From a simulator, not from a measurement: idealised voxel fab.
Process module heading - voxel wiring stack
Cross-section cut: width 280 nm, square cells of 5 nm.
In this document a cross-section is written as a grid of square cells. It is given as a series of bands, listed from the top down, and a band is one or more rows of cells.
Read a band's entry like this: the first values are the height of its top and the height of its bottom in nm, and what follows is the sequence of materials from left to right, each with its width in nm. Note that "empty" is empty space, and that a single material marked "everywhere" reaches across the band from edge to edge.
Ref level 0: as-received wafer is one material below here. Bottom band extends down with no lower bound ("from 0 down").
The width entry "30->40" should be interpreted row by row: the top row of cells in the band takes the first number, the bottom row takes the second number, and the change between adjacent rows is uniform throughout.
Where a step carries "no alterations made", the cross-section came out of it unchanged, cell for cell.
The entry "Completely enclosed voids" lists the empty spaces that cover at least 8 cells and have no open path to the top. Each is written as width x height at distance, where the distance is measured from the left edge and all three values are in nm.
Whatever follows a step's settings on its line is a remark the simulator itself makes about that step.
For masked steps, "overlay nm" on the step line gives how far right of plan the mask actually lay; a minus sign means it lay to the left.

Here's what the planned process steps look like:
| 1 | RECEIVE (material Si) |
| 2 | CONFORMAL_DEP (material SiO2; thk nm 10) |
| 3 | DIRECTIONAL_DEP (material TiN; thk nm 5) |
| 4 | DIRECTIONAL_DEP (material W; thk nm 15) |
| 5 | MASKED_ETCH (tone cover; mask id METAL_1; width nm 15; pitch nm 40; etch materials W; depth nm 15; overlay nm 0) |
| 6 | MASKED_ETCH (tone cover; mask id METAL_1; width nm 25; pitch nm 40; etch materials TiN; depth nm 5; overlay nm 0) |
| 7 | CONFORMAL_DEP (material SiCN; thk nm 5) |
| 8 | FILL_DEP (material SiO2; thk nm 5) |
| 9 | CMP (height nm 30) |
| 10 | CONFORMAL_DEP (material SiCN; thk nm 5) |
| 11 | DIRECTIONAL_DEP (material SiO2; thk nm 20) |
| 12 | DIRECTIONAL_DEP (material aC; thk nm 15) |
| 13 | PATTERN (tone open; mask id PLUG_1; material resist; width nm 15; pitch nm 40; thk nm 35; overlay nm 0) |
| 14 | DIRECTIONAL_ETCH (etch materials aC; depth nm 15) |
| 15 | STRIP (etch materials resist) |
| 16 | DIRECTIONAL_ETCH (etch materials SiO2; depth nm 20) |
| 17 | DIRECTIONAL_ETCH (etch materials SiCN; depth nm 5) |
| 18 | STRIP (etch materials aC) |
| 19 | CONFORMAL_DEP (material TiN; thk nm 5) |
| 20 | FILL_DEP (material Cu; thk nm 5) |
| 21 | CMP (height nm 55) |
| 22 | DIRECTIONAL_DEP (material TiN; thk nm 5) |
| 23 | DIRECTIONAL_DEP (material W; thk nm 15) |
| 24 | DIRECTIONAL_DEP (material aC; thk nm 15) |
| 25 | PATTERN (tone cover; mask id METAL_2; material resist; width nm 25; pitch nm 40; thk nm 35; overlay nm 0) |
| 26 | DIRECTIONAL_ETCH (etch materials aC; depth nm 15) |
| 27 | STRIP (etch materials resist) |
| 28 | DIRECTIONAL_ETCH (etch materials W; depth nm 15) |
| 29 | DIRECTIONAL_ETCH (etch materials TiN; depth nm 5) |
| 30 | STRIP (etch materials aC) |
| 31 | CONFORMAL_DEP (material SiN; thk nm 5) |
| 32 | FILL_DEP (material SiO2; thk nm 5) |
| 33 | CMP (height nm 75) |
| 34 | CONFORMAL_DEP (material SiCN; thk nm 5) |
| 35 | DIRECTIONAL_DEP (material lowk; thk nm 30) |
| 36 | MASKED_ETCH (tone open; mask id METAL_3; width nm 25; pitch nm 40; etch materials lowk; depth nm 20; overlay nm 0) |
| 37 | DIRECTIONAL_DEP (material aC; thk nm 15) |
| 38 | PATTERN (tone open; mask id METAL_3_HOLES; material resist; width nm 15; pitch nm 40; thk nm 35; overlay nm 0) |
| 39 | DIRECTIONAL_ETCH (etch materials aC; depth nm 15) |
| 40 | STRIP (etch materials resist) |
| 41 | DIRECTIONAL_ETCH (etch materials lowk; depth nm 10) |
| 42 | DIRECTIONAL_ETCH (etch materials SiCN; depth nm 5) |
| 43 | STRIP (etch materials aC) |
| 44 | CONFORMAL_DEP (material TiN; thk nm 5) |
| 45 | FILL_DEP (material Cu; thk nm 10) |
| 46 | CMP (height nm 110) |
| 47 | CONFORMAL_DEP (material SiCN; thk nm 5) |
| 48 | DIRECTIONAL_DEP (material SiO2; thk nm 15) |
| 49 | DIRECTIONAL_DEP (material aC; thk nm 15) |
| 50 | PATTERN (tone open; mask id PLUG_3; material resist; width nm 15; thk nm 30; overlay nm 0) |
| 51 | DIRECTIONAL_ETCH (etch materials aC; depth nm 15) |
| 52 | STRIP (etch materials resist) |
| 53 | DIRECTIONAL_ETCH (etch materials SiO2; depth nm 15) |
| 54 | DIRECTIONAL_ETCH (etch materials SiCN; depth nm 5) |
| 55 | STRIP (etch materials aC) |
| 56 | CONFORMAL_DEP (material TiN; thk nm 5) |
| 57 | FILL_DEP (material Ru; thk nm 5) |
| 58 | CMP (height nm 130) |
| 59 | DIRECTIONAL_DEP (material TiN; thk nm 5) |
| 60 | DIRECTIONAL_DEP (material Ru; thk nm 25) |
| 61 | DIRECTIONAL_DEP (material aC; thk nm 10) |
| 62 | PATTERN (tone cover; mask id METAL_4; material resist; width nm 25; pitch nm 40; thk nm 25; overlay nm 0) |
| 63 | DIRECTIONAL_ETCH (etch materials aC; depth nm 10) |
| 64 | STRIP (etch materials resist) |
| 65 | DIRECTIONAL_ETCH (etch materials Ru; depth nm 25) |
| 66 | DIRECTIONAL_ETCH (etch materials TiN; depth nm 5) |
| 67 | STRIP (etch materials aC) |
| 68 | CONFORMAL_DEP (material SiN; thk nm 5) |
| 69 | FILL_DEP (material lowk; thk nm 10) |
| 70 | CMP (height nm 160) |
| 71 | CONFORMAL_DEP (material SiCN; thk nm 5) |
Among the wafers covered here, the point of difference is the width nm at step 5; their starting state is shared, and the plan presents the value of the first wafer.

Cross-section of the first incoming wafer of several, state after step 1:
- from 0 down  Si everywhere
- Completely enclosed voids: none

Cross-sectional representation of the first of several wafers at the end of the module, i.e. after its terminal step, step 71:
- from 165 to 160  SiCN everywhere
- from 160 to 135  lowk: 100 | SiN: 5 | Ru: 25 | SiN: 5 | lowk: 5 | SiN: 5 | Ru: 25 | SiN: 5 | lowk: 105
- from 135 to 130  SiN: 105 | TiN: 25 | SiN: 15 | TiN: 25 | SiN: 110
- from 130 to 115  SiO2: 105 | TiN: 5 | Ru: 5 | TiN: 5 | SiO2: 160
- from 115 to 110  SiCN: 105 | TiN: 15 | SiCN: 160
- from 110 to 95  lowk: 105 | TiN: 5 | Cu: 15 | TiN: 5 | lowk: 15 | TiN: 5 | Cu: 15 | TiN: 5 | lowk: 110
- from 95 to 90  lowk: 105 | TiN: 5 | Cu: 5 | TiN: 15 | lowk: 15 | TiN: 5 | Cu: 5 | TiN: 15 | lowk: 110
- from 90 to 80  lowk: 105 | TiN: 5 | Cu: 5 | TiN: 5 | lowk: 25 | TiN: 5 | Cu: 5 | TiN: 5 | lowk: 120
- from 80 to 75  SiCN: 105 | TiN: 15 | SiCN: 25 | TiN: 15 | SiCN: 120
- from 75 to 60  SiO2: 100 | SiN: 5 | W: 25 | SiN: 5 | SiO2: 5 | SiN: 5 | W: 25 | SiN: 5 | SiO2: 105
- from 60 to 55  SiN: 105 | TiN: 25 | SiN: 15 | TiN: 25 | SiN: 110
- from 55 to 35  SiO2: 105 | TiN: 5 | Cu: 5 | TiN: 5 | SiO2: 25 | TiN: 5 | Cu: 5 | TiN: 5 | SiO2: 120
- from 35 to 30  SiCN: 105 | TiN: 15 | SiCN: 25 | TiN: 15 | SiCN: 120
- from 30 to 20  SiO2: 105 | SiCN: 5 | W: 15 | SiCN: 5 | SiO2: 15 | SiCN: 5 | W: 15 | SiCN: 5 | SiO2: 110
- from 20 to 15  SiO2: 100 | SiCN: 10 | W: 15 | SiCN: 10 | SiO2: 5 | SiCN: 10 | W: 15 | SiCN: 10 | SiO2: 105
- from 15 to 10  SiCN: 105 | TiN: 25 | SiCN: 15 | TiN: 25 | SiCN: 110
- from 10 to 0  SiO2 everywhere
- from 0 down  Si everywhere
- Completely enclosed voids: none

Here's the last wafer cross-sectioned at the end of the module:
- from 165 to 160  SiCN everywhere
- from 160 to 135  lowk: 100 | SiN: 5 | Ru: 25 | SiN: 5 | lowk: 5 | SiN: 5 | Ru: 25 | SiN: 5 | lowk: 105
- from 135 to 130  SiN: 105 | TiN: 25 | SiN: 15 | TiN: 25 | SiN: 110
- from 130 to 115  SiO2: 105 | TiN: 5 | Ru: 5 | TiN: 5 | SiO2: 160
- from 115 to 110  SiCN: 105 | TiN: 15 | SiCN: 160
- from 110 to 95  lowk: 105 | TiN: 5 | Cu: 15 | TiN: 5 | lowk: 15 | TiN: 5 | Cu: 15 | TiN: 5 | lowk: 110
- from 95 to 90  lowk: 105 | TiN: 5 | Cu: 5 | TiN: 15 | lowk: 15 | TiN: 5 | Cu: 5 | TiN: 15 | lowk: 110
- from 90 to 80  lowk: 105 | TiN: 5 | Cu: 5 | TiN: 5 | lowk: 25 | TiN: 5 | Cu: 5 | TiN: 5 | lowk: 120
- from 80 to 75  SiCN: 105 | TiN: 15 | SiCN: 25 | TiN: 15 | SiCN: 120
- from 75 to 60  SiO2: 100 | SiN: 5 | W: 25 | SiN: 5 | SiO2: 5 | SiN: 5 | W: 25 | SiN: 5 | SiO2: 105
- from 60 to 55  SiN: 105 | TiN: 25 | SiN: 15 | TiN: 25 | SiN: 110
- from 55 to 35  SiO2: 105 | TiN: 5 | Cu: 5 | TiN: 5 | SiO2: 25 | TiN: 5 | Cu: 5 | TiN: 5 | SiO2: 120
- from 35 to 30  SiCN: 105 | TiN: 15 | SiCN: 25 | TiN: 15 | SiCN: 120
- from 30 to 15  SiO2: 100 | SiCN: 5 | W: 25 | SiCN: 5 | SiO2: 5 | SiCN: 5 | W: 25 | SiCN: 5 | SiO2: 105
- from 15 to 10  SiCN: 105 | TiN: 25 | SiCN: 15 | TiN: 25 | SiCN: 110
- from 10 to 0  SiO2 everywhere
- from 0 down  Si everywhere
- Completely enclosed voids: none

wafer rows; end of module; cells per material since receipt: (+) gained, (-) lost; then closed voids:
width nm 15 | +32 Cu | +53 Ru | +271 SiCN | +124 SiN | +731 SiO2 | +95 TiN | +48 W | +494 lowk | Completely enclosed voids: none
width nm 20 | +32 Cu | +53 Ru | +269 SiCN | +124 SiN | +727 SiO2 | +95 TiN | +54 W | +494 lowk | Completely enclosed voids: none
width nm 25 | +32 Cu | +53 Ru | +267 SiCN | +124 SiN | +723 SiO2 | +95 TiN | +60 W | +494 lowk | Completely enclosed voids: none
